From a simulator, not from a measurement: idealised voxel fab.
The document below concerns the process module designated voxel plated lines.
The width of the displayed cross-section, cut, is 245 nm; its cells are square, with a size of 5 nm.
The cross-sections in this document take the form of a grid made of square cells. They are written out as bands, in order from top to bottom. Each band consists of one or more rows of cells.
This entry defines a band. It first specifies the height of the band's top and the height of its bottom in nm, and then specifies the band's materials from left to right, stating each material with its width in nm. The word "everywhere" identifies a single material that fills the band from edge to edge, while the word "empty" identifies empty space.
Height 0 is the level under which the wafer as received is all one material. The lowest band goes on downwards, as in "from 0 down".
You'd read "30..40" like this: the band's top row of cells is as wide as the first number, its bottom row is as wide as the second, and going down, every row changes width by the same amount as the row before did.
Where a step carries "remained the same", the cross-section came out of it unchanged, cell for cell.
"Closed void table" lists enclosed empty spaces (at least 8 cells, no open path upward to the top), each as width x height at distance from the left edge, in nm.
Step line, after settings: the simulator's comment on this step.
For masked steps, "overlay nm" on the step line gives how far right of plan the mask actually lay; a minus sign means it lay to the left.

SET OUT BELOW ARE THE PLANNED STEPS OF THE PROCESS
| 1 | RECEIVE | material Si |
| 2 | CONFORMAL_DEP | material SiO2 | thk nm 5 |
| 3 | DIRECTIONAL_DEP | material TiN | thk nm 5 |
| 4 | PATTERN | tone open | mask id LINES | material resist | width nm 20 | pitch nm 35 | thk nm 40 | overlay nm 0 |
| 5 | EPI | material Ru | thk nm 5 |
| 6 | EPI | material Ru | thk nm 5 |
| 7 | EPI | material Ru | thk nm 5 |
| 8 | STRIP | etch materials resist |
| 9 | DIRECTIONAL_ETCH | etch materials TiN | depth nm 5 |
| 10 | CONFORMAL_DEP | material SiCN | thk nm 10 |

THIS IS THE CROSS-SECTION OF THE WAFER AS WE RECEIVED IT, I.E. AFTER STEP 1
* from 0 down: Si everywhere
* Closed void table: none

THE FIRST OF TWO WAFERS, CROSS-SECTIONED AT THE END OF THE MODULE, WITH THE RUN PROCEEDING AS PLANNED
* from 35 to 25: empty 65; SiCN 110; empty 70
* from 25 to 15: empty 65; SiCN 10; Ru 20; SiCN 15; Ru 20; SiCN 15; Ru 20; SiCN 10; empty 70
* from 15 to 10: SiCN 75; Ru 20; SiCN 15; Ru 20; SiCN 15; Ru 20; SiCN 80
* from 10 to 5: SiCN 75; TiN 20; SiCN 15; TiN 20; SiCN 15; TiN 20; SiCN 80
* from 5 to 0: SiO2 everywhere
* from 0 down: Si everywhere
* Closed void table: none

SECOND OF TWO WAFERS, MODULE COMPLETE, SECTIONED: IT SHARES THE FIRST WAFER'S START AND PLAN BUT WAS RUN WITH ONE MISTAKE
* from 35 to 25: empty 70; SiCN 110; empty 65
* from 25 to 15: empty 70; SiCN 10; Ru 20; SiCN 15; Ru 20; SiCN 15; Ru 20; SiCN 10; empty 65
* from 15 to 10: SiCN 80; Ru 20; SiCN 15; Ru 20; SiCN 15; Ru 20; SiCN 75
* from 10 to 5: SiCN 80; TiN 20; SiCN 15; TiN 20; SiCN 15; TiN 20; SiCN 75
* from 5 to 0: SiO2 everywhere
* from 0 down: Si everywhere
* Closed void table: none
So what did we get wrong on this run? note that step 4 departed from the planned setting and was carried out as PATTERN | tone open | mask id LINES | material resist | width nm 20 | pitch nm 35 | thk nm 40 | overlay nm 5
When the process is done, the second wafer contains the same cell count of every material as the first wafer, but distributed over other locations.
